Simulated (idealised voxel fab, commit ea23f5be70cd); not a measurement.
Name of the process module below: voxel self aligned vias
Cross-section cut: width 145 nm, square cells of 5 nm.
Think of the cross-section as a grid of square cells. We describe it in bands, top to bottom, and each band covers one or more rows of those cells.
Look at the band entry: it leads with the top's height and the bottom's height in nm. Then it lists the materials left to right, with a width in nm for each. The word "edge to edge" on a single material says that material fills the band edge to edge. The word "empty" is empty space.
Beneath 0, the wafer as received is one material, and that level is where height counting begins. The lowest band goes on downward without a bottom; it is written like "from 0 down".
The two numbers in a width such as "30 to 40" mark its ends across the band: the first belongs to the top row of cells, the second to the bottom row, and from each row to the next the width moves by the same amount.
"nothing was modified" for a step: no cell of the cross-section changed in that step.
The list in "Cavities, sealed" covers empty spaces of 8 cells or more that cannot reach the top through any open way, and it gives each as width x height at distance; the distance is from the left edge, and width, height and distance are in nm.
That trailing text on a step's line, after the settings, is the simulator's own remark on the step.
"overlay nm", when on a step's line for a step with a mask, measures how far to the right of its planned place the mask lay; a negative measure means to the left.

**The planned process steps are enumerated hereunder**
| 1 | RECEIVE [material Si] |
| 2 | CONFORMAL_DEP [material SiO2] [thk nm 15] |
| 3 | CONFORMAL_DEP [material SiCN] [thk nm 5] |
| 4 | DIRECTIONAL_DEP [material lowk] [thk nm 25] |
| 5 | MASKED_ETCH [tone open] [mask id LINES] [width nm 25] [pitch nm 65] [etch materials lowk] [depth nm 25] [overlay nm 0] |
| 6 | CONFORMAL_DEP [material TiN] [thk nm 5] |
| 7 | FILL_DEP [material Ru] [thk nm 5] |
| 8 | CMP [height nm 45] |
| 9 | SELECTIVE_ETCH [etch materials W Ru TiN] [depth nm 10] |
| 10 | FILL_DEP [material SiN] [thk nm 5] |
| 11 | CMP [height nm 45] |
| 12 | DIRECTIONAL_DEP [material lowk] [thk nm 20] |
| 13 | DIRECTIONAL_DEP [material aC] [thk nm 15] |
| 14 | PATTERN [tone open] [mask id VIAS] [material resist] [width nm 45] [thk nm 35] [overlay nm 0] |
| 15 | DIRECTIONAL_ETCH [etch materials aC] [depth nm 15] |
| 16 | STRIP [etch materials resist] |
| 17 | DIRECTIONAL_ETCH [etch materials lowk] [depth nm 20] |
| 18 | DIRECTIONAL_ETCH [etch materials SiN] [depth nm 10] |
| 19 | STRIP [etch materials aC] |
| 20 | CONFORMAL_DEP [material TiN] [thk nm 5] |
| 21 | FILL_DEP [material W] [thk nm 10] |
| 22 | CMP [height nm 65] |
| 23 | CONFORMAL_DEP [material SiN] [thk nm 5] |

**Cross-section of the incoming wafer, state after step 1**
> from 0 down: Si edge to edge
> Cavities, sealed: none

**End state of the module in cross-section, given the above starting point and plan and one mistake in execution**
> from 70 to 65: SiN edge to edge
> from 65 to 50: 15 lowk  5 TiN  35 W  5 TiN  85 lowk
> from 50 to 45: 15 lowk  20 TiN  5 W  20 TiN  85 lowk
> from 45 to 40: 30 lowk  5 TiN  5 W  5 TiN  50 lowk  15 SiN  35 lowk
> from 40 to 35: 30 lowk  15 TiN  50 lowk  15 SiN  35 lowk
> from 35 to 25: 30 lowk  5 TiN  5 Ru  5 TiN  50 lowk  5 TiN  5 Ru  5 TiN  35 lowk
> from 25 to 20: 30 lowk  15 TiN  50 lowk  15 TiN  35 lowk
> from 20 to 15: SiCN edge to edge
> from 15 to 0: SiO2 edge to edge
> from 0 down: Si edge to edge
> Cavities, sealed: none
Which mistake was made when the wafer was run? step 5 off recipe, ran as MASKED_ETCH [tone open] [mask id LINES] [width nm 15] [pitch nm 65] [etch materials lowk] [depth nm 25] [overlay nm 0]
